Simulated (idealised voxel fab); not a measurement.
Module name: voxel quadruple lines (process module)
cross-section cut | 140 nm wide | cells 5 nm
Reading order for cross-sections: top band down to bottom band. Underlying form: a grid of square cells. Band size: one or more rows of cells.
The entry gives the band's vertical extent as a top height and a bottom height in nm, then its horizontal make-up as materials from left to right, each with a width in nm. "blank" stands for empty space; a single material marked "edge to edge" fills the band edge to edge.
Zero point of the height axis is 0; under it, received wafer = one material. Lowest band: continues down indefinitely, "0 and below".
A width such as "30..40" changes by the same amount from each row of cells to the next, from the band's top row to its bottom row.
The designation "changes: none", where it is given for a processing step, indicates that no cell of the cross-section was altered in the course of that step.
"Closed cavity list" specifies each empty space that is not open to the top and that occupies no fewer than 8 cells, using the form width x height at distance, the distance measured from the left edge and all three quantities in nm.
On each step's line, the part that comes after the settings is the simulator's own comment on the step.
overlay nm: mask offset rightward from planned place, masked step; negative means leftward offset.

[So here's the lineup of process steps we planned]
| 1 | RECEIVE,material Si |
| 2 | CONFORMAL_DEP,material Al2O3,thk nm 5 |
| 3 | DIRECTIONAL_DEP,material Ru,thk nm 10 |
| 4 | DIRECTIONAL_DEP,material polySi,thk nm 20 |
| 5 | DIRECTIONAL_DEP,material aC,thk nm 25 |
| 6 | PATTERN,tone cover,mask id MANDREL,material resist,width nm 30,thk nm 35,overlay nm 0 |
| 7 | DIRECTIONAL_ETCH,etch materials aC,depth nm 25 |
| 8 | STRIP,etch materials resist |
| 9 | CONFORMAL_DEP,material SiO2,thk nm 10 |
| 10 | DIRECTIONAL_ETCH,etch materials SiO2,depth nm 10 |
| 11 | STRIP,etch materials aC |
| 12 | DIRECTIONAL_ETCH,etch materials polySi,depth nm 20 |
| 13 | STRIP,etch materials SiO2 |
| 14 | CONFORMAL_DEP,material SiN,thk nm 10 |
| 15 | DIRECTIONAL_ETCH,etch materials SiN,depth nm 10 |
| 16 | STRIP,etch materials polySi |
| 17 | DIRECTIONAL_ETCH,etch materials Ru,depth nm 10 |
| 18 | STRIP,etch materials SiN |
| 19 | FILL_DEP,material SiO2,thk nm 10 |
| 20 | CMP,height nm 15 |

[Shown in cross-section is the wafer as received, that is, as it stands after step 1]
- 0 and below  Si edge to edge
- Closed cavity list: none

[Here's the cross-section of the first of our two wafers at the end of the module - it ran as planned]
- 15 down to 5  35 of SiO2 / 10 of Ru / 10 of SiO2 / 10 of Ru / 10 of SiO2 / 10 of Ru / 10 of SiO2 / 10 of Ru / 35 of SiO2
- 5 down to 0  Al2O3 edge to edge
- 0 and below  Si edge to edge
- Closed cavity list: none

[Cross-section of the latter of the two wafers at module completion. It had an identical start and an identical plan to the former; in running it, one mistake was made]
- 5 down to 0  Al2O3 edge to edge
- 0 and below  Si edge to edge
- Closed cavity list: none
Here's what went sideways: step 20 was run on a setting that differed from the plan, and what really ran there is CMP,height nm 5
At the finish, the second wafer shows more or fewer cells for some materials than the first does: Ru -16, SiO2 -40
